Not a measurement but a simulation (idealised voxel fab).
Name of the process module below: voxel double patterning
The cross-section shown here is cut; it is 220 nm wide and divided into square cells measuring 5 nm on a side.
A cross-section is a grid of square cells, given in bands from the top down. A band is one or more rows of cells.
Band entry format. Leading values: height of top, height of bottom, nm. Remainder: materials in left-to-right order, each with its width in nm. Special words: "throughout" on a single material, which then fills the band edge to edge; "empty", empty space.
Measure heights from 0. That's the level where, below it, the as-received wafer is all one material. The lowest band is bottomless and extends downward; write it as in "0 -> down".
Per-row width for "30..40": begins at first number (top row of band), ends at second number (bottom row), increment between rows held constant.
"stayed the same" (step): cross-section cells unchanged, all of them.
This entry, "Sealed cavities", enumerates those empty regions of no fewer than 8 cells that possess no open connection to the top. Each region is reported in the form width x height at distance, the distance being taken from the left edge, with all three quantities expressed in nm.
Read whatever lies past the settings on a step's line as the simulator's own remark about the step.
If you see "overlay nm" on a step's line and that step has a mask, it's telling you how far right of where it was planned the mask ended up; a negative number means it went left instead.

Process steps - plan:
1 RECEIVE [material Si]
2 CONFORMAL_DEP [material SiO2] [thk nm 5]
3 DIRECTIONAL_DEP [material TiN] [thk nm 15]
4 DIRECTIONAL_DEP [material SiCN] [thk nm 10]
5 PATTERN [tone open] [mask id FIRST] [material resist] [width nm 15] [pitch nm 50] [thk nm 15] [overlay nm 0]
6 DIRECTIONAL_ETCH [etch materials SiCN] [depth nm 10]
7 STRIP [etch materials resist]
8 DIRECTIONAL_DEP [material aC] [thk nm 10]
9 PATTERN [tone open] [mask id SECOND] [material resist] [width nm 15] [thk nm 25] [overlay nm 0]
10 DIRECTIONAL_ETCH [etch materials aC] [depth nm 10]
11 STRIP [etch materials resist]
12 DIRECTIONAL_ETCH [etch materials SiCN] [depth nm 10]
13 STRIP [etch materials aC]
14 DIRECTIONAL_ETCH [etch materials TiN] [depth nm 15]
15 STRIP [etch materials SiCN]

What follows covers the first of two wafers; it ran as planned:

This is the cross-section of the wafer as we received it, i.e. after step 1:
	0 -> down | Si throughout
	Sealed cavities: none

Step 2 done - wafer cross-section:
	5 -> 0 | SiO2 throughout
	Below 0, no change.

Step 3 done - wafer cross-section:
	20 -> 5 | TiN throughout
	Below 5, no change.

Step 4 done - wafer cross-section:
	30 -> 20 | SiCN throughout
	Below 20, no change.

Step 5 done - wafer cross-section:
	45 -> 30 | resist 75; empty 15; resist 35; empty 15; resist 80
	Below 30, no change.

Step 6 done - wafer cross-section:
	45 -> 30 | resist 75; empty 15; resist 35; empty 15; resist 80
	30 -> 20 | SiCN 75; empty 15; SiCN 35; empty 15; SiCN 80
	Below 20, no change.

Step 7 done - wafer cross-section:
	30 -> 20 | SiCN 75; empty 15; SiCN 35; empty 15; SiCN 80
	Below 20, no change.

Step 8 done - wafer cross-section:
	40 -> 30 | aC 75; empty 15; aC 35; empty 15; aC 80
	30 -> 20 | SiCN 75; aC 15; SiCN 35; aC 15; SiCN 80
	Below 20, no change.

Step 9 done - wafer cross-section:
	65 -> 40 | resist 100; empty 15; resist 105
	40 -> 30 | aC 75; resist 15; aC 35; resist 15; aC 80
	Below 30, no change.

Step 10 done - wafer cross-section:
	55 -> 40 | resist 100; empty 15; resist 105
	40 -> 30 | aC 75; resist 15; aC 10; empty 15; aC 10; resist 15; aC 80
	Below 30, no change.

Step 11 done - wafer cross-section:
	40 -> 30 | aC 75; empty 15; aC 10; empty 15; aC 10; empty 15; aC 80
	Below 30, no change.

Step 12 done - wafer cross-section:
	40 -> 30 | aC 75; empty 15; aC 10; empty 15; aC 10; empty 15; aC 80
	30 -> 20 | SiCN 75; aC 15; SiCN 10; empty 15; SiCN 10; aC 15; SiCN 80
	Below 20, no change.

Step 13 done - wafer cross-section:
	30 -> 20 | SiCN 75; empty 15; SiCN 10; empty 15; SiCN 10; empty 15; SiCN 80
	Below 20, no change.

Step 14 done - wafer cross-section:
	30 -> 20 | SiCN 75; empty 15; SiCN 10; empty 15; SiCN 10; empty 15; SiCN 80
	20 -> 5 | TiN 75; empty 15; TiN 10; empty 15; TiN 10; empty 15; TiN 80
	Below 5, no change.

Step 15 done - wafer cross-section:
	20 -> 5 | TiN 75; empty 15; TiN 10; empty 15; TiN 10; empty 15; TiN 80
	Below 5, no change.

Second wafer, same starting state and plan as the first, one mistake in the run, identical through step 4:

Planned end of step 5: second wafer, cross-section:
	45 -> 30 | resist 75; empty 20; resist 30; empty 20; resist 75
	Below 30, no change.

Planned end of step 6: second wafer, cross-section:
	45 -> 30 | resist 75; empty 20; resist 30; empty 20; resist 75
	30 -> 20 | SiCN 75; empty 20; SiCN 30; empty 20; SiCN 75
	Below 20, no change.

Planned end of step 7: second wafer, cross-section:
	30 -> 20 | SiCN 75; empty 20; SiCN 30; empty 20; SiCN 75
	Below 20, no change.

Planned end of step 8: second wafer, cross-section:
	40 -> 30 | aC 75; empty 20; aC 30; empty 20; aC 75
	30 -> 20 | SiCN 75; aC 20; SiCN 30; aC 20; SiCN 75
	Below 20, no change.

Planned end of step 9: second wafer, cross-section:
	65 -> 40 | resist 100; empty 15; resist 105
	40 -> 30 | aC 75; resist 20; aC 30; resist 20; aC 75
	Below 30, no change.

Planned end of step 10: second wafer, cross-section:
	55 -> 40 | resist 100; empty 15; resist 105
	40 -> 30 | aC 75; resist 20; aC 5; empty 15; aC 10; resist 20; aC 75
	Below 30, no change.

Planned end of step 11: second wafer, cross-section:
	40 -> 30 | aC 75; empty 20; aC 5; empty 15; aC 10; empty 20; aC 75
	Below 30, no change.

Planned end of step 12: second wafer, cross-section:
	40 -> 30 | aC 75; empty 20; aC 5; empty 15; aC 10; empty 20; aC 75
	30 -> 20 | SiCN 75; aC 20; SiCN 5; empty 15; SiCN 10; aC 20; SiCN 75
	Below 20, no change.

Planned end of step 13: second wafer, cross-section:
	30 -> 20 | SiCN 75; empty 20; SiCN 5; empty 15; SiCN 10; empty 20; SiCN 75
	Below 20, no change.

Planned end of step 14: second wafer, cross-section:
	30 -> 20 | SiCN 75; empty 20; SiCN 5; empty 15; SiCN 10; empty 20; SiCN 75
	20 -> 5 | TiN 75; empty 20; TiN 5; empty 15; TiN 10; empty 20; TiN 75
	Below 5, no change.

Planned end of step 15: second wafer, cross-section:
	20 -> 5 | TiN 75; empty 20; TiN 5; empty 15; TiN 10; empty 20; TiN 75
	Below 5, no change.
What was the processing mistake? planned and actual differ for step 5; actual: PATTERN [tone open] [mask id FIRST] [material resist] [width nm 20] [pitch nm 50] [thk nm 15] [overlay nm 0]
Final difference in cells, second wafer against first, listed per material as more or fewer: 6 fewer of TiN
